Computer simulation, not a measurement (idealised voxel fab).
Process module in this document: voxel fin reveal
Xsec cut, 250 nm wide, square cell size 5 nm.
Think of the cross-section as a grid of square cells. We describe it in bands, top to bottom, and each band covers one or more rows of those cells.
Within each band entry, the heights of the top and of the bottom of the band appear first, in that order and in nm; the materials of the band then follow from left to right, each with its corresponding width in nm. The designation "throughout" on a single material indicates that it fills the band from edge to edge; the designation "empty" indicates empty space.
Below 0: as-received wafer, all one material; heights counted from there. Lowest band: no bottom, goes on down, written "z 0 and below".
Think of "30..40" as a width that walks from the first number to the second as you go down the band, top row to bottom row, taking equal-sized steps from row to row.
The designation "stayed the same", where it is given for a processing step, indicates that no cell of the cross-section was altered in the course of that step.
Closed-off voids of 8+ cells (no open route to the top) go in "Closed internal cavities", written width x height at distance from the left edge, in nm.
Post-settings text on a step line: simulator's own remark regarding the step.
overlay nm: mask right of planned place by this much (step with mask). Neg. = left.

[Set out below are the planned steps of the process]
step 1: RECEIVE,material Si
step 2: CONFORMAL_DEP,material SiN,thk nm 5
step 3: DIRECTIONAL_DEP,material aC,thk nm 15
step 4: PATTERN,tone cover,mask id FINS,material resist,width nm 15,pitch nm 35,thk nm 35,overlay nm 0
step 5: DIRECTIONAL_ETCH,etch materials aC,depth nm 15
step 6: STRIP,etch materials resist
step 7: DIRECTIONAL_ETCH,etch materials SiN,depth nm 5
step 8: DIRECTIONAL_ETCH,etch materials Si,depth nm 35
step 9: STRIP,etch materials aC
step 10: OXIDIZE,depth nm 5
step 11: FILL_DEP,material SiO2,thk nm 15
step 12: CMP,height nm 5
step 13: SELECTIVE_ETCH,etch materials SiO2,depth nm 25
step 14: STRIP,etch materials SiN

[What follows covers the first of two wafers; it ran as planned]

[Cross-section of the wafer upon arrival, representing the state reached after step 1]
  z 0 and below  Si throughout
  Closed internal cavities: none

[You're looking at a cross-section of the wafer after step 2]
  z 5 to 0  SiN throughout
  Anything lower than 0 is untouched.

[You're looking at a cross-section of the wafer after step 3]
  z 20 to 5  aC throughout
  Anything lower than 5 is untouched.

[You're looking at a cross-section of the wafer after step 4]
  z 55 to 20  empty 80, then resist 15, then empty 20, then resist 15, then empty 20, then resist 15, then empty 85
  Anything lower than 20 is untouched.

[You're looking at a cross-section of the wafer after step 5]
  z 40 to 20  empty 80, then resist 15, then empty 20, then resist 15, then empty 20, then resist 15, then empty 85
  z 20 to 5  empty 80, then aC 15, then empty 20, then aC 15, then empty 20, then aC 15, then empty 85
  Anything lower than 5 is untouched.

[You're looking at a cross-section of the wafer after step 6]
  z 20 to 5  empty 80, then aC 15, then empty 20, then aC 15, then empty 20, then aC 15, then empty 85
  Anything lower than 5 is untouched.

[You're looking at a cross-section of the wafer after step 7]
  z 20 to 5  empty 80, then aC 15, then empty 20, then aC 15, then empty 20, then aC 15, then empty 85
  z 5 to 0  empty 80, then SiN 15, then empty 20, then SiN 15, then empty 20, then SiN 15, then empty 85
  Anything lower than 0 is untouched.

[You're looking at a cross-section of the wafer after step 8]
  z 20 to 5  empty 80, then aC 15, then empty 20, then aC 15, then empty 20, then aC 15, then empty 85
  z 5 to 0  empty 80, then SiN 15, then empty 20, then SiN 15, then empty 20, then SiN 15, then empty 85
  z 0 to -35  empty 80, then Si 15, then empty 20, then Si 15, then empty 20, then Si 15, then empty 85
  Anything lower than -35 is untouched.

[You're looking at a cross-section of the wafer after step 9]
  z 5 to 0  empty 80, then SiN 15, then empty 20, then SiN 15, then empty 20, then SiN 15, then empty 85
  Anything lower than 0 is untouched.

[You're looking at a cross-section of the wafer after step 10]
  z 5 to 0  empty 80, then SiN 15, then empty 20, then SiN 15, then empty 20, then SiN 15, then empty 85
  z 0 to -35  empty 80, then SiO2 5, then Si 5, then SiO2 5, then empty 20, then SiO2 5, then Si 5, then SiO2 5, then empty 20, then SiO2 5, then Si 5, then SiO2 5, then empty 85
  z -35 to -40  SiO2 85, then Si 5, then SiO2 30, then Si 5, then SiO2 30, then Si 5, then SiO2 90
  Anything lower than -40 is untouched.

[You're looking at a cross-section of the wafer after step 11]
  z 20 to 5  SiO2 throughout
  z 5 to 0  SiO2 80, then SiN 15, then SiO2 20, then SiN 15, then SiO2 20, then SiN 15, then SiO2 85
  z 0 to -40  SiO2 85, then Si 5, then SiO2 30, then Si 5, then SiO2 30, then Si 5, then SiO2 90
  Anything lower than -40 is untouched.

[You're looking at a cross-section of the wafer after step 12]
  z 5 to 0  SiO2 80, then SiN 15, then SiO2 20, then SiN 15, then SiO2 20, then SiN 15, then SiO2 85
  Anything lower than 0 is untouched.

[You're looking at a cross-section of the wafer after step 13]
  z 5 to 0  empty 80, then SiN 15, then empty 20, then SiN 15, then empty 20, then SiN 15, then empty 85
  z 0 to -20  empty 85, then Si 5, then empty 30, then Si 5, then empty 30, then Si 5, then empty 90
  Anything lower than -20 is untouched.

[You're looking at a cross-section of the wafer after step 14]
  z 0 to -20  empty 85, then Si 5, then empty 30, then Si 5, then empty 30, then Si 5, then empty 90
  Anything lower than -20 is untouched.

[Wafer two. Identical start, identical plan. One mistake in execution. Identical history through step 7]

[Second wafer, cut view, end of step 8 per plan]
  z 20 to 5  empty 80, then aC 15, then empty 20, then aC 15, then empty 20, then aC 15, then empty 85
  z 5 to 0  empty 80, then SiN 15, then empty 20, then SiN 15, then empty 20, then SiN 15, then empty 85
  z 0 to -45  empty 80, then Si 15, then empty 20, then Si 15, then empty 20, then Si 15, then empty 85
  Anything lower than -45 is untouched.

[Second wafer, cut view, end of step 9 per plan]
  z 5 to 0  empty 80, then SiN 15, then empty 20, then SiN 15, then empty 20, then SiN 15, then empty 85
  Anything lower than 0 is untouched.

[Second wafer, cut view, end of step 10 per plan]
  z 5 to 0  empty 80, then SiN 15, then empty 20, then SiN 15, then empty 20, then SiN 15, then empty 85
  z 0 to -45  empty 80, then SiO2 5, then Si 5, then SiO2 5, then empty 20, then SiO2 5, then Si 5, then SiO2 5, then empty 20, then SiO2 5, then Si 5, then SiO2 5, then empty 85
  z -45 to -50  SiO2 85, then Si 5, then SiO2 30, then Si 5, then SiO2 30, then Si 5, then SiO2 90
  Anything lower than -50 is untouched.

[Second wafer, cut view, end of step 11 per plan]
  z 20 to 5  SiO2 throughout
  z 5 to 0  SiO2 80, then SiN 15, then SiO2 20, then SiN 15, then SiO2 20, then SiN 15, then SiO2 85
  z 0 to -50  SiO2 85, then Si 5, then SiO2 30, then Si 5, then SiO2 30, then Si 5, then SiO2 90
  Anything lower than -50 is untouched.

[Second wafer, cut view, end of step 12 per plan]
  z 5 to 0  SiO2 80, then SiN 15, then SiO2 20, then SiN 15, then SiO2 20, then SiN 15, then SiO2 85
  Anything lower than 0 is untouched.

[Second wafer, cut view, end of step 13 per plan]
  z 5 to 0  empty 80, then SiN 15, then empty 20, then SiN 15, then empty 20, then SiN 15, then empty 85
  z 0 to -20  empty 85, then Si 5, then empty 30, then Si 5, then empty 30, then Si 5, then empty 90
  Anything lower than -20 is untouched.

[Second wafer, cut view, end of step 14 per plan]
  z 0 to -20  empty 85, then Si 5, then empty 30, then Si 5, then empty 30, then Si 5, then empty 90
  Anything lower than -20 is untouched.
Error vs. plan: not per plan at step 8, really ran DIRECTIONAL_ETCH,etch materials Si,depth nm 45
Final cells, second wafer relative to first, materials higher or lower: -94 Si, +94 SiO2
